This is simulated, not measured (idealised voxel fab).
The name of this process module is voxel self aligned vias.
Cross-section cut: width 185 nm, square cells of 5 nm.
We lay out every cross-section as a grid of square cells and spell it out in bands from the top down, where one band means one or more rows of cells. Per band: top height and bottom height in nm, followed by the left-to-right materials and their widths in nm; "all across" marks a single material spanning edge to edge, "blank" marks empty space. Measure heights from 0. That's the level where, below it, the as-received wafer is all one material. The lowest band is bottomless and extends downward; write it as in "z 0 and below". When a width is written as two numbers, as in "30->40", the first number is the width in the top row of cells of the band and the second is the width in its bottom row, and the width changes by the same amount from each row to the next. A step reported as "no change occurred" is a step in which no cell of the cross-section changed. "Closed-off voids" lists enclosed empty spaces (at least 8 cells, no open path upward to the top), each as width x height at distance from the left edge, in nm. Heads up: the bit after the settings on a step's line is the simulator's remark on that step. overlay nm: right-of-plan distance of the mask on a masked step; negative values mean left-of-plan.

Below is the list of planned process steps
step 1: RECEIVE [material Si]
step 2: CONFORMAL_DEP [material SiO2] [thk nm 10]
step 3: CONFORMAL_DEP [material SiCN] [thk nm 5]
step 4: DIRECTIONAL_DEP [material SiO2] [thk nm 25]
step 5: MASKED_ETCH [tone open] [mask id LINES] [width nm 25] [pitch nm 70] [etch materials SiO2] [depth nm 25] [overlay nm 0]
step 6: CONFORMAL_DEP [material TiN] [thk nm 5]
step 7: FILL_DEP [material Ru] [thk nm 10]
step 8: CMP [height nm 40]
step 9: SELECTIVE_ETCH [etch materials W Ru TiN] [depth nm 5]
step 10: FILL_DEP [material SiN] [thk nm 10]
step 11: CMP [height nm 40]
step 12: DIRECTIONAL_DEP [material SiO2] [thk nm 20]
step 13: DIRECTIONAL_DEP [material aC] [thk nm 10]
step 14: PATTERN [tone open] [mask id VIAS] [material resist] [width nm 45] [thk nm 30] [overlay nm 0]
step 15: DIRECTIONAL_ETCH [etch materials aC] [depth nm 10]
step 16: STRIP [etch materials resist]
step 17: DIRECTIONAL_ETCH [etch materials SiO2] [depth nm 20]
step 18: DIRECTIONAL_ETCH [etch materials SiN] [depth nm 5]
step 19: STRIP [etch materials aC]
step 20: CONFORMAL_DEP [material TiN] [thk nm 5]
step 21: FILL_DEP [material Ru] [thk nm 10]
step 22: CMP [height nm 60]
step 23: CONFORMAL_DEP [material SiCN] [thk nm 5]

Wafer as received: cross-section following step 1
> z 0 and below: Si all across
> Closed-off voids: none

Cross-sectional image of the first of two wafers at the end of the module, the run having proceeded as planned
> z 65 to 60: SiCN all across
> z 60 to 45: 35 nm SiO2, then 5 nm TiN, then 35 nm Ru, then 5 nm TiN, then 105 nm SiO2
> z 45 to 40: 35 nm SiO2, then 15 nm TiN, then 15 nm Ru, then 15 nm TiN, then 105 nm SiO2
> z 40 to 35: 45 nm SiO2, then 25 nm TiN, then 45 nm SiO2, then 25 nm SiN, then 45 nm SiO2
> z 35 to 20: 45 nm SiO2, then 5 nm TiN, then 15 nm Ru, then 5 nm TiN, then 45 nm SiO2, then 5 nm TiN, then 15 nm Ru, then 5 nm TiN, then 45 nm SiO2
> z 20 to 15: 45 nm SiO2, then 25 nm TiN, then 45 nm SiO2, then 25 nm TiN, then 45 nm SiO2
> z 15 to 10: SiCN all across
> z 10 to 0: SiO2 all across
> z 0 and below: Si all across
> Closed-off voids: none

This is the second of the two wafers, cross-sectioned at the end of the module; it started exactly like the first and was given the same plan, but it was run with one mistake
> z 65 to 60: SiCN all across
> z 60 to 45: 35 nm SiO2, then 5 nm TiN, then 35 nm Ru, then 5 nm TiN, then 105 nm SiO2
> z 45 to 40: 35 nm SiO2, then 15 nm TiN, then 15 nm Ru, then 15 nm TiN, then 105 nm SiO2
> z 40 to 35: 45 nm SiO2, then 25 nm TiN, then 45 nm SiO2, then 25 nm SiN, then 45 nm SiO2
> z 35 to 20: 45 nm SiO2, then 5 nm TiN, then 15 nm Ru, then 5 nm TiN, then 45 nm SiO2, then 5 nm TiN, then 15 nm Ru, then 5 nm TiN, then 45 nm SiO2
> z 20 to 15: 45 nm SiO2, then 25 nm TiN, then 45 nm SiO2, then 25 nm TiN, then 45 nm SiO2
> z 15 to 10: aC all across
> z 10 to 0: SiO2 all across
> z 0 and below: Si all across
> Closed-off voids: none
Misprocessing identified: so step 3 ended up running with a different setting than we planned, it ran as CONFORMAL_DEP [material aC] [thk nm 5]
at the end the second wafer has, in cells: 37 fewer of SiCN; 37 more of aC
